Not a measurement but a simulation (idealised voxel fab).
The document below concerns the process module designated voxel capacitor over wiring.
The cross-section shown here is cut; it is 270 nm wide and divided into square cells measuring 5 nm on a side.
When this document writes out a cross-section, it uses a grid of square cells and lists it as bands, beginning at the top and moving down, with a band standing for one or more rows of cells. In this notation a band is specified by the heights of its top and bottom, in that order and in nm, after which its materials appear from left to right, each paired with its width in nm. The word "edge to edge" attached to a single material means that material fills the band from edge to edge; the word "air" stands for empty space. The reference from which all heights are counted is 0, the level beneath which the as-received wafer is entirely one material; the lowest band, having no lower bound, proceeds downward and is written after the example "0 and below". Graded width ("30..40"): value in top row of band = first number; value in bottom row = second number; row-to-row change constant. Any step labelled "remained unchanged" changed none of the cells in the cross-section. Closed-off voids of 8+ cells (no open route to the top) go in "Trapped void list", written width x height at distance from the left edge, in nm. The remark found on a step's line after its settings is issued by the simulator itself and pertains to that step. overlay nm: step with mask; distance mask lay right of planned place; negative value = left of planned place.

# Steps in the process plan
1,RECEIVE, material Si
2,CONFORMAL_DEP, material SiO2, thk nm 15
3,CONFORMAL_DEP, material SiCN, thk nm 5
4,DIRECTIONAL_DEP, material SiO2, thk nm 25
5,MASKED_ETCH, tone open, mask id METAL_1, width nm 20, pitch nm 90, etch materials SiO2, depth nm 25, overlay nm 0
6,MASKED_ETCH, tone open, mask id METAL_1, width nm 20, pitch nm 90, etch materials SiCN, depth nm 5, overlay nm 0
7,CONFORMAL_DEP, material TiN, thk nm 5
8,FILL_DEP, material Cu, thk nm 10
9,CMP, height nm 45
10,EPI, material Ru, thk nm 5
11,FILL_DEP, material SiCN, thk nm 5
12,DIRECTIONAL_DEP, material lowk, thk nm 10
13,MASKED_ETCH, tone open, mask id PLUG_1, width nm 15, etch materials lowk, depth nm 10, overlay nm 0
14,MASKED_ETCH, tone open, mask id PLUG_1, width nm 15, etch materials SiCN, depth nm 5, overlay nm 0
15,CONFORMAL_DEP, material TiN, thk nm 5
16,FILL_DEP, material W, thk nm 10
17,CMP, height nm 65
18,DIRECTIONAL_DEP, material TiN, thk nm 5
19,DIRECTIONAL_DEP, material HfO2, thk nm 5
20,DIRECTIONAL_DEP, material TiN, thk nm 10
21,MASKED_ETCH, tone cover, mask id UPPER_PLATE, width nm 75, etch materials TiN, depth nm 10, overlay nm 0
22,MASKED_ETCH, tone cover, mask id UPPER_PLATE, width nm 75, etch materials HfO2, depth nm 5, overlay nm 0
23,MASKED_ETCH, tone cover, mask id LOWER_PLATE, width nm 85, etch materials TiN, depth nm 5, overlay nm 0
24,FILL_DEP, material SiO2, thk nm 20
25,CMP, height nm 100
26,MASKED_ETCH, tone open, mask id PLUG_2, width nm 15, etch materials SiO2, depth nm 15, overlay nm 0
27,CONFORMAL_DEP, material TiN, thk nm 5
28,FILL_DEP, material W, thk nm 10
29,CMP, height nm 100
30,CONFORMAL_DEP, material SiCN, thk nm 5

# Delivered wafer in cross-section: state after step 1
- 0 and below | Si edge to edge
- Trapped void list: none

# Same starting wafer, same plan as above, one mistake in the execution; this is the cross-section at the end of the module
- 105 down to 100 | SiCN edge to edge
- 100 down to 90 | W: 90  TiN: 5  SiO2: 15  TiN: 5  W: 155
- 90 down to 85 | TiN: 95  SiO2: 15  TiN: 160
- 85 down to 75 | SiO2: 85  TiN: 75  SiO2: 110
- 75 down to 70 | SiO2: 85  HfO2: 75  SiO2: 110
- 70 down to 65 | SiO2: 80  TiN: 85  SiO2: 105
- 65 down to 55 | lowk: 85  TiN: 5  W: 5  TiN: 5  lowk: 170
- 55 down to 50 | SiCN: 85  TiN: 15  SiCN: 170
- 50 down to 45 | SiCN: 75  Ru: 30  SiCN: 60  Ru: 30  SiCN: 75
- 45 down to 20 | SiO2: 80  TiN: 5  Cu: 10  TiN: 5  SiO2: 70  TiN: 5  Cu: 10  TiN: 5  SiO2: 80
- 20 down to 15 | SiCN: 80  TiN: 20  SiCN: 70  TiN: 20  SiCN: 80
- 15 down to 0 | SiO2 edge to edge
- 0 and below | Si edge to edge
- Trapped void list: none
Which mistake was made when the wafer was run? contrary to plan, step 26 was performed as MASKED_ETCH, tone cover, mask id PLUG_2, width nm 15, etch materials SiO2, depth nm 15, overlay nm 0
